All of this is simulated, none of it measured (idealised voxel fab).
The process module that follows is named voxel released beams.
The width of the displayed cross-section, cut, is 205 nm; its cells are square, with a size of 5 nm.
Just so we're on the same page, the cross-sections are grids of square cells, and they're listed out in bands top to bottom, each band one or more rows deep. Per band: top height and bottom height in nm, followed by the left-to-right materials and their widths in nm; "full width" marks a single material spanning edge to edge, "empty" marks empty space. Ref level 0: as-received wafer is one material below here. Bottom band extends down with no lower bound ("0 -> down"). The expression "30->40" gives the width at the extremes of the band, the first number at its top row of cells and the second at its bottom row, with the width changing by equal amounts from each row to the next in between. Where a step carries "no change", the cross-section came out of it unchanged, cell for cell. The entry "Completely enclosed voids" lists the empty spaces that cover at least 8 cells and have no open path to the top. Each is written as width x height at distance, where the distance is measured from the left edge and all three values are in nm. Anything after a step's settings on that line? It's the simulator's own note about the step. "overlay nm" answers the question of how far to the right of plan the mask lay on a step that has a mask, and when it is negative the answer is to the left.

### Process steps - plan
1,RECEIVE [material Si]
2,CONFORMAL_DEP [material Al2O3] [thk nm 10]
3,DIRECTIONAL_DEP [material SiO2] [thk nm 15]
4,DIRECTIONAL_DEP [material aC] [thk nm 10]
5,PATTERN [tone open] [mask id ANCHOR] [material resist] [width nm 30] [thk nm 30] [overlay nm 0]
6,DIRECTIONAL_ETCH [etch materials aC] [depth nm 10]
7,STRIP [etch materials resist]
8,DIRECTIONAL_ETCH [etch materials SiO2] [depth nm 15]
9,STRIP [etch materials aC]
10,CONFORMAL_DEP [material SiN] [thk nm 10]
11,PATTERN [tone cover] [mask id BEAM] [material resist] [width nm 100] [thk nm 20] [overlay nm 0]
12,DIRECTIONAL_ETCH [etch materials SiN] [depth nm 10]
13,STRIP [etch materials resist]
14,STRIP [etch materials SiO2]

### Wafer at receipt (post step 1), cross-section
	0 -> down | Si full width
	Completely enclosed voids: none

### The following cross-section depicts the wafer upon conclusion of the module. Processing commenced from the starting condition illustrated above and adhered to the plan illustrated above, save for one mistake in execution
	35 -> 25 | empty 55 | SiN 10 | empty 10 | SiN 70 | empty 60
	25 -> 20 | empty 55 | SiN 10 | empty 10 | SiN 10 | empty 120
	20 -> 10 | empty 55 | SiN 30 | empty 120
	10 -> 0 | Al2O3 full width
	0 -> down | Si full width
	Completely enclosed voids: none
Deviation noted in wafer processing: planned and actual differ for step 11; actual: PATTERN [tone cover] [mask id BEAM] [material resist] [width nm 90] [thk nm 20] [overlay nm 0]
